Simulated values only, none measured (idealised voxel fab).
A process module follows: voxel fin reveal.
The figure presents cross-section cut, which has a width of 170 nm and is divided into square cells with an edge length of 5 nm.
The cross-sections in this document take the form of a grid made of square cells. They are written out as bands, in order from top to bottom. Each band consists of one or more rows of cells. First you get the band's top height and its bottom height, in nm, and then the materials it's made of, left to right, with each width in nm. If you see a single material with "full width", that one covers the band edge to edge. "blank" is empty space. Zero point of the height axis is 0; under it, received wafer = one material. Lowest band: continues down indefinitely, "top 0, no bottom". Per-row width for "30 to 40": begins at first number (top row of band), ends at second number (bottom row), increment between rows held constant. Where a step carries "no modification", the cross-section came out of it unchanged, cell for cell. The list in "Unvented cavities" covers empty spaces of 8 cells or more that cannot reach the top through any open way, and it gives each as width x height at distance; the distance is from the left edge, and width, height and distance are in nm. Heads up: the bit after the settings on a step's line is the simulator's remark on that step. Each step line may optionally specify "overlay nm", which for a step with a mask gives the rightward distance between the mask's planned place and where it lay, a negative value indicating the leftward direction.

# plan
step 1: RECEIVE | material Si
step 2: CONFORMAL_DEP | material SiN | thk nm 5
step 3: MASKED_ETCH | tone cover | mask id FINS | width nm 15 | pitch nm 35 | etch materials SiN | depth nm 5 | overlay nm 0
step 4: MASKED_ETCH | tone cover | mask id FINS | width nm 15 | pitch nm 35 | etch materials Si | depth nm 30 | overlay nm 0
step 5: OXIDIZE | depth nm 5
step 6: FILL_DEP | material SiO2 | thk nm 5
step 7: CMP | height nm 5
step 8: SELECTIVE_ETCH | etch materials SiO2 | depth nm 20
step 9: STRIP | etch materials SiN
step 10: CONFORMAL_DEP | material SiO2 | thk nm 5
Variable across wafers: step 10 thk nm (plan value is that of the first wafer; starting state common to all).

# As received, i.e. after step 1: cross-section through the first of several wafers
* top 0, no bottom | Si full width
* Unvented cavities: none

# Take any row and you have a wafer at the end of the module: how many cells of each material it has gained (+) or lost (-) since it was received, and then its closed voids
thk nm 5 | -210 Si | +178 SiO2 | Unvented cavities: none
thk nm 10 | -210 Si | +236 SiO2 | Unvented cavities: none
thk nm 15 | -210 Si | +294 SiO2 | Unvented cavities: none
thk nm 20 | -210 Si | +334 SiO2 | Unvented cavities: none
